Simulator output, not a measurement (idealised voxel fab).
process module | voxel transistor to metal
cross-section cut | 260 nm wide | cells 5 nm
A cross-section is a grid of square cells, given in bands from the top down. A band is one or more rows of cells.
Each band's line starts with the height of the band's top and of its bottom, in nm. Then come its materials from left to right, each with its width in nm. One material with "throughout" fills the band from edge to edge. "air" is empty space.
Height 0 is the level under which the wafer as received is all one material. The lowest band goes on downwards, as in "0 down".
A width such as "30 to 40" changes by the same amount from each row of cells to the next, from the band's top row to its bottom row.
"no change" after a step means that no cell of the cross-section changed.
closed voids: empty space of 8 cells or more with no open way to the top, each as width x height at its distance from the left edge, in nm
after a step's settings: what the simulator itself notes on the step
overlay nm, on a step with a mask: how far to the right of its planned place the mask lay; to the left if negative
plan
1 op RECEIVE | material Si
2 op CONFORMAL_DEP | material SiO2 | thk nm 5
3 op CONFORMAL_DEP | material SiN | thk nm 15
4 op DIRECTIONAL_DEP | material aC | thk nm 15
5 op PATTERN | tone cover | mask id ACTIVE | material resist | width nm 100 | pitch nm 130 | thk nm 30 | overlay nm 0
6 op DIRECTIONAL_ETCH | etch materials aC | depth nm 15
7 op STRIP | etch materials resist
8 op DIRECTIONAL_ETCH | etch materials SiN | depth nm 15
9 op DIRECTIONAL_ETCH | etch materials SiO2 | depth nm 5
10 op DIRECTIONAL_ETCH | etch materials Si | depth nm 25
11 op STRIP | etch materials aC
12 op FILL_DEP | material SiO2 | thk nm 15
13 op CMP | height nm 20
14 op SELECTIVE_ETCH | etch materials SiO2 | depth nm 15
15 op STRIP | etch materials SiN
16 op SELECTIVE_ETCH | etch materials SiO2 | depth nm 5
17 op OXIDIZE | depth nm 5
18 op DIRECTIONAL_DEP | material polySi | thk nm 20
19 op DIRECTIONAL_DEP | material SiCN | thk nm 15
20 op PATTERN | tone cover | mask id GATE | material resist | width nm 20 | pitch nm 130 | thk nm 20 | overlay nm 0
21 op DIRECTIONAL_ETCH | etch materials SiCN | depth nm 25
22 op DIRECTIONAL_ETCH | etch materials polySi | depth nm 30
23 op STRIP | etch materials resist
24 op CONFORMAL_DEP | material SiO2 | thk nm 5
25 op DIRECTIONAL_ETCH | etch materials SiO2 | depth nm 5
26 op CONFORMAL_DEP | material SiN | thk nm 10
27 op DIRECTIONAL_ETCH | etch materials SiN | depth nm 10
28 op DIRECTIONAL_ETCH | etch materials SiO2 | depth nm 5
29 op DIRECTIONAL_ETCH | etch materials Si | depth nm 10
30 op EPI | material SiGe | thk nm 15
31 op FILL_DEP | material SiO2 | thk nm 5
32 op CMP | height nm 35
33 op DIRECTIONAL_DEP | material SiO2 | thk nm 10
34 op DIRECTIONAL_DEP | material aC | thk nm 15
35 op PATTERN | tone open | mask id CONTACT | material resist | width nm 15 | pitch nm 65 | thk nm 35 | overlay nm 0
36 op DIRECTIONAL_ETCH | etch materials aC | depth nm 15
37 op STRIP | etch materials resist
38 op DIRECTIONAL_ETCH | etch materials SiO2 | depth nm 35
39 op STRIP | etch materials aC
40 op CONFORMAL_DEP | material TiN | thk nm 5
41 op FILL_DEP | material W | thk nm 5
42 op CMP | height nm 45
43 op DIRECTIONAL_DEP | material TiN | thk nm 5
44 op DIRECTIONAL_DEP | material W | thk nm 15
45 op DIRECTIONAL_DEP | material aC | thk nm 10
46 op PATTERN | tone cover | mask id METAL_1 | material resist | width nm 15 | pitch nm 65 | thk nm 25 | overlay nm 0
47 op DIRECTIONAL_ETCH | etch materials aC | depth nm 10
48 op STRIP | etch materials resist
49 op DIRECTIONAL_ETCH | etch materials W | depth nm 15
50 op DIRECTIONAL_ETCH | etch materials TiN | depth nm 5
51 op STRIP | etch materials aC
52 op CONFORMAL_DEP | material SiCN | thk nm 5
53 op FILL_DEP | material lowk | thk nm 5
54 op CMP | height nm 65
55 op CONFORMAL_DEP | material SiCN | thk nm 5
56 op DIRECTIONAL_DEP | material lowk | thk nm 35
57 op DIRECTIONAL_DEP | material aC | thk nm 10
58 op PATTERN | tone open | mask id METAL_2 | material resist | width nm 15 | pitch nm 130 | thk nm 25 | overlay nm 0
59 op DIRECTIONAL_ETCH | etch materials aC | depth nm 10
60 op STRIP | etch materials resist
61 op DIRECTIONAL_ETCH | etch materials lowk | depth nm 20
62 op STRIP | etch materials aC
63 op MASKED_ETCH | tone open | mask id METAL_2_HOLES | width nm 15 | pitch nm 130 | etch materials lowk | depth nm 15 | overlay nm 0
64 op MASKED_ETCH | tone open | mask id METAL_2_HOLES | width nm 15 | pitch nm 130 | etch materials SiCN | depth nm 5 | overlay nm 0
65 op CONFORMAL_DEP | material TiN | thk nm 5
66 op FILL_DEP | material Cu | thk nm 5
67 op CMP | height nm 105
68 op CONFORMAL_DEP | material SiN | thk nm 5
as received, after step 1
  0 down: Si throughout
  closed voids: none
a wafer at the end: this start, this plan, one mistake
  110 to 105: SiN throughout
  105 to 70: lowk 25 | TiN 5 | Cu 5 | TiN 5 | lowk 115 | TiN 5 | Cu 5 | TiN 5 | lowk 90
  70 to 65: SiCN 25 | TiN 15 | SiCN 115 | TiN 15 | SiCN 90
  65 to 50: lowk 20 | SiCN 5 | W 15 | SiCN 5 | lowk 40 | SiCN 5 | W 15 | SiCN 5 | lowk 40 | SiCN 5 | W 15 | SiCN 5 | lowk 40 | SiCN 5 | W 15 | SiCN 5 | lowk 20
  50 to 45: SiCN 25 | TiN 15 | SiCN 50 | TiN 15 | SiCN 50 | TiN 15 | SiCN 50 | TiN 15 | SiCN 25
  45 to 35: polySi throughout
  35 to 20: SiO2 40 | SiN 10 | SiO2 5 | SiCN 20 | SiO2 5 | SiN 10 | SiO2 80 | SiN 10 | SiO2 5 | SiCN 20 | SiO2 5 | SiN 10 | SiO2 40
  20 to 10: SiO2 40 | SiN 10 | SiO2 5 | polySi 20 | SiO2 5 | SiN 10 | SiO2 80 | SiN 10 | SiO2 5 | polySi 20 | SiO2 5 | SiN 10 | SiO2 40
  10 to 0: SiO2 25 | SiGe 15 | SiN 10 | SiO2 5 | polySi 20 | SiO2 5 | SiN 10 | SiGe 15 | SiO2 50 | SiGe 15 | SiN 10 | SiO2 5 | polySi 20 | SiO2 5 | SiN 10 | SiGe 15 | SiO2 25
  0 to -5: SiO2 10 | SiGe 30 | SiO2 50 | SiGe 30 | SiO2 20 | SiGe 30 | SiO2 50 | SiGe 30 | SiO2 10
  -5 to -15: SiO2 15 | SiGe 25 | Si 50 | SiGe 25 | SiO2 30 | SiGe 25 | Si 50 | SiGe 25 | SiO2 15
  -15 to -25: SiO2 15 | Si 100 | SiO2 30 | Si 100 | SiO2 15
  -25 down: Si throughout
  closed voids: none
what went wrong: step 33 ran as: op DIRECTIONAL_DEP | material polySi | thk nm 10
